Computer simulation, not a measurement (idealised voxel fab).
Process module, titled voxel quadruple lines
The figure presents cross-section cut, which has a width of 255 nm and is divided into square cells with an edge length of 5 nm.
In what follows, cross-sections appear as grids of square cells, described through bands that run from the top down, where every band is one or more rows of cells.
Per band: top height and bottom height in nm, followed by the left-to-right materials and their widths in nm; "throughout" marks a single material spanning edge to edge, "blank" marks empty space.
Counting heights begins at 0, where everything beneath is, in the wafer as received, one material. The lowest band has no bottom; it goes on downwards, as "from 0 down" shows.
Quick explanation for "30 to 40": the width changes in equal steps down the rows of cells, from the first number in the band's top row to the second number in its bottom row.
When a step is marked "no modification", none of the cells in the cross-section changed during that step.
The list in "Completely enclosed voids" covers empty spaces of 8 cells or more that cannot reach the top through any open way, and it gives each as width x height at distance; the distance is from the left edge, and width, height and distance are in nm.
after a step's settings: what the simulator itself notes on the step
Steps that use a mask can have "overlay nm" on their line. It says how far the mask sat to the right of where it was meant to be. Negative means to the left.
### Planned process steps
1. RECEIVE (material Si)
2. CONFORMAL_DEP (material SiO2; thk nm 10)
3. DIRECTIONAL_DEP (material Ru; thk nm 10)
4. DIRECTIONAL_DEP (material polySi; thk nm 20)
5. DIRECTIONAL_DEP (material aC; thk nm 20)
6. PATTERN (tone cover; mask id MANDREL; material resist; width nm 25; thk nm 30; overlay nm 0)
7. DIRECTIONAL_ETCH (etch materials aC; depth nm 20)
8. STRIP (etch materials resist)
9. CONFORMAL_DEP (material SiO2; thk nm 15)
10. DIRECTIONAL_ETCH (etch materials SiO2; depth nm 15)
11. STRIP (etch materials aC)
12. DIRECTIONAL_ETCH (etch materials polySi; depth nm 20)
13. STRIP (etch materials SiO2)
14. CONFORMAL_DEP (material SiCN; thk nm 10)
15. DIRECTIONAL_ETCH (etch materials SiCN; depth nm 10)
16. STRIP (etch materials polySi)
17. DIRECTIONAL_ETCH (etch materials Ru; depth nm 10)
18. STRIP (etch materials SiCN)
19. FILL_DEP (material lowk; thk nm 5)
20. CMP (height nm 20)
Wafers differ in width nm at step 6; plan lists the first wafer's value; identical starting state.
### First wafer of several, as received: cross-section after step 1
from 0 down: Si throughout
Completely enclosed voids: none
### Row per wafer, end-of-module: cell gain (+)/loss (-) by material since the wafer came in, then closed voids
width nm 25; +16 Ru; +102 SiO2; +86 lowk; Completely enclosed voids: none
width nm 30; +16 Ru; +102 SiO2; +86 lowk; Completely enclosed voids: none
width nm 35; +16 Ru; +102 SiO2; +86 lowk; Completely enclosed voids: none
width nm 40; +16 Ru; +102 SiO2; +86 lowk; Completely enclosed voids: none
width nm 45; +16 Ru; +102 SiO2; +86 lowk; Completely enclosed voids: none
width nm 50; +16 Ru; +102 SiO2; +86 lowk; Completely enclosed voids: none
